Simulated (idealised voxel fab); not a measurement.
Name of the process module below: voxel spacer lines
Displayed cross-section: cut, width of 260 nm, square cells sized 5 nm.
Just so we're on the same page, the cross-sections are grids of square cells, and they're listed out in bands top to bottom, each band one or more rows deep. This entry defines a band. It first specifies the height of the band's top and the height of its bottom in nm, and then specifies the band's materials from left to right, stating each material with its width in nm. The word "all across" identifies a single material that fills the band from edge to edge, while the word "blank" identifies empty space. Heights are reckoned from 0. Under this level, the received wafer is all of one material. The bottommost band is open-ended downward, for example "0..down". The expression "30 to 40" gives the width at the extremes of the band, the first number at its top row of cells and the second at its bottom row, with the width changing by equal amounts from each row to the next in between. It should be understood that the words "no alteration", when stated for a given step, signify that the cross-section underwent no change in any of its cells during that step. This entry, "Enclosed internal voids", enumerates those empty regions of no fewer than 8 cells that possess no open connection to the top. Each region is reported in the form width x height at distance, the distance being taken from the left edge, with all three quantities expressed in nm. Past the settings on a step's line: simulator remark, on that step. When a step includes a mask, the "overlay nm" setting on its line states how far to the right of its planned place that mask lay, and negative values state how far to the left.
## The following list gives the planned process steps
1: RECEIVE [material Si]
2: CONFORMAL_DEP [material Al2O3] [thk nm 10]
3: DIRECTIONAL_DEP [material polySi] [thk nm 10]
4: DIRECTIONAL_DEP [material aC] [thk nm 25]
5: PATTERN [tone cover] [mask id MANDREL] [material resist] [width nm 25] [pitch nm 80] [thk nm 35] [overlay nm 0]
6: DIRECTIONAL_ETCH [etch materials aC] [depth nm 25]
7: STRIP [etch materials resist]
8: CONFORMAL_DEP [material SiN] [thk nm 15]
9: DIRECTIONAL_ETCH [etch materials SiN] [depth nm 15]
10: STRIP [etch materials aC]
11: DIRECTIONAL_ETCH [etch materials polySi] [depth nm 10]
12: STRIP [etch materials SiN]
## First wafer out of two, processed as planned
## Step 1 complete: cross-section of the wafer as received
* 0..down: Si all across
* Enclosed internal voids: none
## Cross-sectional representation of the wafer at the conclusion of step 2
* 10..0: Al2O3 all across
* All layers under 0 are left as they were.
## Cross-sectional representation of the wafer at the conclusion of step 3
* 20..10: polySi all across
* All layers under 10 are left as they were.
## Cross-sectional representation of the wafer at the conclusion of step 4
* 45..20: aC all across
* All layers under 20 are left as they were.
## Cross-sectional representation of the wafer at the conclusion of step 5
* 80..45: blank: 75, resist: 25, blank: 55, resist: 25, blank: 80
* All layers under 45 are left as they were.
## Cross-sectional representation of the wafer at the conclusion of step 6
* 55..45: blank: 75, resist: 25, blank: 55, resist: 25, blank: 80
* 45..20: blank: 75, aC: 25, blank: 55, aC: 25, blank: 80
* All layers under 20 are left as they were.
## Cross-sectional representation of the wafer at the conclusion of step 7
* 45..20: blank: 75, aC: 25, blank: 55, aC: 25, blank: 80
* All layers under 20 are left as they were.
## Cross-sectional representation of the wafer at the conclusion of step 8
* 60..45: blank: 60, SiN: 55, blank: 25, SiN: 55, blank: 65
* 45..35: blank: 60, SiN: 15, aC: 25, SiN: 15, blank: 25, SiN: 15, aC: 25, SiN: 15, blank: 65
* 35..20: SiN: 75, aC: 25, SiN: 55, aC: 25, SiN: 80
* All layers under 20 are left as they were.
## Cross-sectional representation of the wafer at the conclusion of step 9
* 45..20: blank: 60, SiN: 15, aC: 25, SiN: 15, blank: 25, SiN: 15, aC: 25, SiN: 15, blank: 65
* All layers under 20 are left as they were.
## Cross-sectional representation of the wafer at the conclusion of step 10
* 45..20: blank: 60, SiN: 15, blank: 25, SiN: 15, blank: 25, SiN: 15, blank: 25, SiN: 15, blank: 65
* All layers under 20 are left as they were.
## Cross-sectional representation of the wafer at the conclusion of step 11
* 45..20: blank: 60, SiN: 15, blank: 25, SiN: 15, blank: 25, SiN: 15, blank: 25, SiN: 15, blank: 65
* 20..10: blank: 60, polySi: 15, blank: 25, polySi: 15, blank: 25, polySi: 15, blank: 25, polySi: 15, blank: 65
* All layers under 10 are left as they were.
## Cross-sectional representation of the wafer at the conclusion of step 12
* 20..10: blank: 60, polySi: 15, blank: 25, polySi: 15, blank: 25, polySi: 15, blank: 25, polySi: 15, blank: 65
* All layers under 10 are left as they were.
## Wafer two. Same start, same plan, one slip in execution. Same as wafer one through step 2, inclusive
## The second wafer cut through, at the time step 3 was supposed to be finished
* 35..10: aC all across
* All layers under 10 are left as they were.
## The second wafer cut through, at the time step 4 was supposed to be finished
* 45..35: polySi all across
* All layers under 35 are left as they were.
## The second wafer cut through, at the time step 5 was supposed to be finished
* 80..45: blank: 75, resist: 25, blank: 55, resist: 25, blank: 80
* All layers under 45 are left as they were.
## The second wafer cut through, at the time step 6 was supposed to be finished
* 55..45: blank: 75, resist: 25, blank: 55, resist: 25, blank: 80
* All layers under 45 are left as they were.
## The second wafer cut through, at the time step 7 was supposed to be finished
* 45..35: polySi all across
* All layers under 35 are left as they were.
## The second wafer cut through, at the time step 8 was supposed to be finished
* 60..45: SiN all across
* All layers under 45 are left as they were.
## The second wafer cut through, at the time step 9 was supposed to be finished
* 45..35: polySi all across
* All layers under 35 are left as they were.
The second wafer cut through, at the time step 10 was supposed to be finished: no alteration
## The second wafer cut through, at the time step 11 was supposed to be finished
* 35..10: aC all across
* All layers under 10 are left as they were.
The second wafer cut through, at the time step 12 was supposed to be finished: no alteration
Nonconformance to the process plan: steps 3 and 4 got flipped, so each one ran where the other should have
Bottom line after processing is that, in cells, the second wafer is up or down on some materials versus the first: +260 aC; -24 polySi
